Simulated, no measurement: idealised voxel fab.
process module | voxel capacitor over wiring
Section shown: cut. Width: 250 nm. Cell size: 5 nm, square.
Bands, listed from the top down, are how a cross-section gets written in this document; the cross-section itself is a grid of square cells, and a band is one or more rows of them. For a band, the entry starts with two heights in nm, that of the top and then that of the bottom, and carries on with the band's materials in order from left to right, each alongside its width in nm; the word "full width" beside a single material means it fills the band edge to edge, and "empty" means empty space. Heights are expressed relative to 0, this being the level below which the as-received wafer comprises one material exclusively. The lowest band is unbounded in the downward direction and is denoted as in "from 0 down". When a width is written as two numbers, as in "30->40", the first number is the width in the top row of cells of the band and the second is the width in its bottom row, and the width changes by the same amount from each row to the next. No cell of the cross-section changed in a step that is given as "all unchanged". This entry, "Enclosed voids", enumerates those empty regions of no fewer than 8 cells that possess no open connection to the top. Each region is reported in the form width x height at distance, the distance being taken from the left edge, with all three quantities expressed in nm. after a step's settings: what the simulator itself notes on the step. overlay nm: mask right of planned place by this much (step with mask). Neg. = left.

Listed below are the process steps as planned
1,RECEIVE [material Si]
2,CONFORMAL_DEP [material SiO2] [thk nm 10]
3,DIRECTIONAL_DEP [material TiN] [thk nm 5]
4,DIRECTIONAL_DEP [material Ru] [thk nm 25]
5,PATTERN [tone cover] [mask id METAL_1] [material resist] [width nm 30] [pitch nm 80] [thk nm 20] [overlay nm 0]
6,DIRECTIONAL_ETCH [etch materials Ru] [depth nm 25]
7,DIRECTIONAL_ETCH [etch materials TiN] [depth nm 5]
8,STRIP [etch materials resist]
9,CONFORMAL_DEP [material SiN] [thk nm 5]
10,FILL_DEP [material SiO2] [thk nm 10]
11,CMP [height nm 40]
12,CONFORMAL_DEP [material SiCN] [thk nm 5]
13,DIRECTIONAL_DEP [material SiO2] [thk nm 15]
14,PATTERN [tone open] [mask id PLUG_1] [material resist] [width nm 15] [thk nm 20] [overlay nm 0]
15,DIRECTIONAL_ETCH [etch materials SiO2] [depth nm 15]
16,DIRECTIONAL_ETCH [etch materials SiCN] [depth nm 5]
17,STRIP [etch materials resist]
18,CONFORMAL_DEP [material TiN] [thk nm 5]
19,FILL_DEP [material Cu] [thk nm 5]
20,CMP [height nm 60]
21,DIRECTIONAL_DEP [material TiN] [thk nm 5]
22,DIRECTIONAL_DEP [material SiN] [thk nm 5]
23,DIRECTIONAL_DEP [material TiN] [thk nm 10]
24,PATTERN [tone cover] [mask id UPPER_PLATE] [material resist] [width nm 55] [thk nm 20] [overlay nm 0]
25,DIRECTIONAL_ETCH [etch materials TiN] [depth nm 10]
26,DIRECTIONAL_ETCH [etch materials SiN] [depth nm 5]
27,STRIP [etch materials resist]
28,PATTERN [tone cover] [mask id LOWER_PLATE] [material resist] [width nm 65] [thk nm 15] [overlay nm 0]
29,DIRECTIONAL_ETCH [etch materials TiN] [depth nm 5]
30,STRIP [etch materials resist]
31,FILL_DEP [material SiO2] [thk nm 20]
32,CMP [height nm 95]
33,DIRECTIONAL_DEP [material aC] [thk nm 15]
34,PATTERN [tone open] [mask id PLUG_2] [material resist] [width nm 15] [thk nm 35] [overlay nm 0]
35,DIRECTIONAL_ETCH [etch materials aC] [depth nm 15]
36,STRIP [etch materials resist]
37,DIRECTIONAL_ETCH [etch materials SiO2] [depth nm 15]
38,STRIP [etch materials aC]
39,CONFORMAL_DEP [material TiN] [thk nm 5]
40,FILL_DEP [material W] [thk nm 10]
41,CMP [height nm 95]
42,CONFORMAL_DEP [material SiN] [thk nm 5]

Here's what the wafer looked like in cross-section when it arrived - that's after step 1
from 0 down  Si full width
Enclosed voids: none

The first of two wafers, cross-sectioned at the end of the module, with the run proceeding as planned
from 100 to 95  SiN full width
from 95 to 85  95 SiO2, 5 TiN, 5 W, 5 TiN, 140 SiO2
from 85 to 80  95 SiO2, 15 TiN, 140 SiO2
from 80 to 70  85 SiO2, 55 TiN, 110 SiO2
from 70 to 65  85 SiO2, 55 SiN, 110 SiO2
from 65 to 60  80 SiO2, 65 TiN, 105 SiO2
from 60 to 45  85 SiO2, 5 TiN, 5 Cu, 5 TiN, 150 SiO2
from 45 to 40  85 SiCN, 15 TiN, 150 SiCN
from 40 to 15  65 SiO2, 5 SiN, 30 Ru, 5 SiN, 40 SiO2, 5 SiN, 30 Ru, 5 SiN, 65 SiO2
from 15 to 10  70 SiN, 30 TiN, 50 SiN, 30 TiN, 70 SiN
from 10 to 0  SiO2 full width
from 0 down  Si full width
Enclosed voids: none

Cross-section, wafer two of two, end of module: same start and plan as wafer one, one error in execution
from 100 to 95  SiN full width
from 95 to 85  95 SiO2, 5 TiN, 5 W, 5 TiN, 140 SiO2
from 85 to 80  95 SiO2, 15 TiN, 140 SiO2
from 80 to 70  85 SiO2, 55 TiN, 110 SiO2
from 70 to 65  85 SiO2, 55 SiN, 110 SiO2
from 65 to 60  80 SiO2, 65 TiN, 105 SiO2
from 60 to 45  85 SiO2, 5 TiN, 5 Cu, 5 TiN, 150 SiO2
from 45 to 40  85 SiCN, 15 TiN, 150 SiCN
from 40 to 35  70 SiN, 30 TiN, 50 SiN, 30 TiN, 70 SiN
from 35 to 10  Ru full width
from 10 to 0  SiO2 full width
from 0 down  Si full width
Enclosed voids: none
Here's what went sideways: note: step 3 <-> step 4, run order reversed vs plan
The closing comparison, in cells, has the second wafer with more or fewer of some materials than the first: +190 Ru; -20 SiN; -170 SiO2
